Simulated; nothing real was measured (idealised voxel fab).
process module | voxel transistor to metal
Section shown: cut. Width: 205 nm. Cell size: 5 nm, square.
Cross-section = grid of square cells, listed top down in bands; band = one or more rows. Band entry format. Leading values: height of top, height of bottom, nm. Remainder: materials in left-to-right order, each with its width in nm. Special words: "full width" on a single material, which then fills the band edge to edge; "blank", empty space. Counting heights begins at 0, where everything beneath is, in the wafer as received, one material. The lowest band has no bottom; it goes on downwards, as "0 -> down" shows. The expression "30..40" gives the width at the extremes of the band, the first number at its top row of cells and the second at its bottom row, with the width changing by equal amounts from each row to the next in between. "no alterations made" (step): cross-section cells unchanged, all of them. Entry "Sealed internal cavities" = empty spaces >= 8 cells with no open way to the top; each as width x height at distance, distance from left edge, all nm. Whatever follows a step's settings on its line is a remark the simulator itself makes about that step. When a step includes a mask, the "overlay nm" setting on its line states how far to the right of its planned place that mask lay, and negative values state how far to the left.

# Intended process steps
1: RECEIVE | material Si
2: CONFORMAL_DEP | material SiO2 | thk nm 5
3: CONFORMAL_DEP | material SiN | thk nm 15
4: MASKED_ETCH | tone cover | mask id ACTIVE | width nm 105 | etch materials SiN | depth nm 15 | overlay nm 0
5: MASKED_ETCH | tone cover | mask id ACTIVE | width nm 105 | etch materials SiO2 | depth nm 5 | overlay nm 0
6: MASKED_ETCH | tone cover | mask id ACTIVE | width nm 105 | etch materials Si | depth nm 35 | overlay nm 0
7: FILL_DEP | material SiO2 | thk nm 15
8: CMP | height nm 20
9: SELECTIVE_ETCH | etch materials SiO2 | depth nm 5
10: STRIP | etch materials SiN
11: SELECTIVE_ETCH | etch materials SiO2 | depth nm 5
12: OXIDIZE | depth nm 5
13: DIRECTIONAL_DEP | material polySi | thk nm 20
14: DIRECTIONAL_DEP | material SiCN | thk nm 15
15: DIRECTIONAL_DEP | material aC | thk nm 10
16: PATTERN | tone cover | mask id GATE | material resist | width nm 15 | thk nm 30 | overlay nm 0
17: DIRECTIONAL_ETCH | etch materials aC | depth nm 10
18: STRIP | etch materials resist
19: DIRECTIONAL_ETCH | etch materials SiCN | depth nm 25
20: DIRECTIONAL_ETCH | etch materials polySi | depth nm 30
21: STRIP | etch materials aC
22: CONFORMAL_DEP | material SiO2 | thk nm 5
23: DIRECTIONAL_ETCH | etch materials SiO2 | depth nm 5
24: CONFORMAL_DEP | material SiN | thk nm 5
25: DIRECTIONAL_ETCH | etch materials SiN | depth nm 5
26: DIRECTIONAL_ETCH | etch materials SiO2 | depth nm 5
27: DIRECTIONAL_ETCH | etch materials Si | depth nm 15
28: EPI | material nSi | thk nm 15
29: FILL_DEP | material SiO2 | thk nm 5
30: CMP | height nm 35
31: DIRECTIONAL_DEP | material SiO2 | thk nm 5
32: DIRECTIONAL_DEP | material aC | thk nm 15
33: PATTERN | tone open | mask id CONTACT | material resist | width nm 35 | pitch nm 60 | thk nm 30 | overlay nm 0
34: DIRECTIONAL_ETCH | etch materials aC | depth nm 15
35: STRIP | etch materials resist
36: DIRECTIONAL_ETCH | etch materials SiO2 | depth nm 40
37: STRIP | etch materials aC
38: CONFORMAL_DEP | material TiN | thk nm 5
39: FILL_DEP | material Ru | thk nm 10
40: CMP | height nm 50
41: DIRECTIONAL_DEP | material TiN | thk nm 5
42: DIRECTIONAL_DEP | material W | thk nm 15
43: PATTERN | tone cover | mask id METAL_1 | material resist | width nm 20 | pitch nm 75 | thk nm 15 | overlay nm 0
44: DIRECTIONAL_ETCH | etch materials W | depth nm 15
45: DIRECTIONAL_ETCH | etch materials TiN | depth nm 5
46: STRIP | etch materials resist
47: FILL_DEP | material lowk | thk nm 5
48: CMP | height nm 70
49: CONFORMAL_DEP | material SiN | thk nm 5
The wafers in this document start out alike and differ in the thk nm applied at step 31; the plan shows the value used for the first wafer.

# Here's the first of the wafers in cross-section, just as we got it, i.e. after step 1
> 0 -> down: Si full width
> Sealed internal cavities: none

# each wafer at the end: cells of each material gained (+) or lost (-) since it was received, then its closed voids
thk nm 5 | +91 Ru | -197 Si | +9 SiCN | +59 SiN | +340 SiO2 | +73 TiN | +24 W | +132 lowk | +72 nSi | +12 polySi | Sealed internal cavities: none
thk nm 10 | +60 Ru | -197 Si | +9 SiCN | +59 SiN | +367 SiO2 | +77 TiN | +24 W | +132 lowk | +72 nSi | +12 polySi | Sealed internal cavities: none
thk nm 15 | +60 Ru | -197 Si | +9 SiCN | +59 SiN | +394 SiO2 | +50 TiN | +24 W | +132 lowk | +72 nSi | +12 polySi | Sealed internal cavities: none
thk nm 20 | +52 Ru | -197 Si | +9 SiCN | +59 SiN | +406 SiO2 | +46 TiN | +24 W | +132 lowk | +72 nSi | +12 polySi | Sealed internal cavities: none
thk nm 25 | +44 Ru | -197 Si | +9 SiCN | +59 SiN | +418 SiO2 | +42 TiN | +24 W | +132 lowk | +72 nSi | +12 polySi | Sealed internal cavities: none
thk nm 30 | +36 Ru | -197 Si | +9 SiCN | +59 SiN | +430 SiO2 | +38 TiN | +24 W | +132 lowk | +72 nSi | +12 polySi | Sealed internal cavities: none
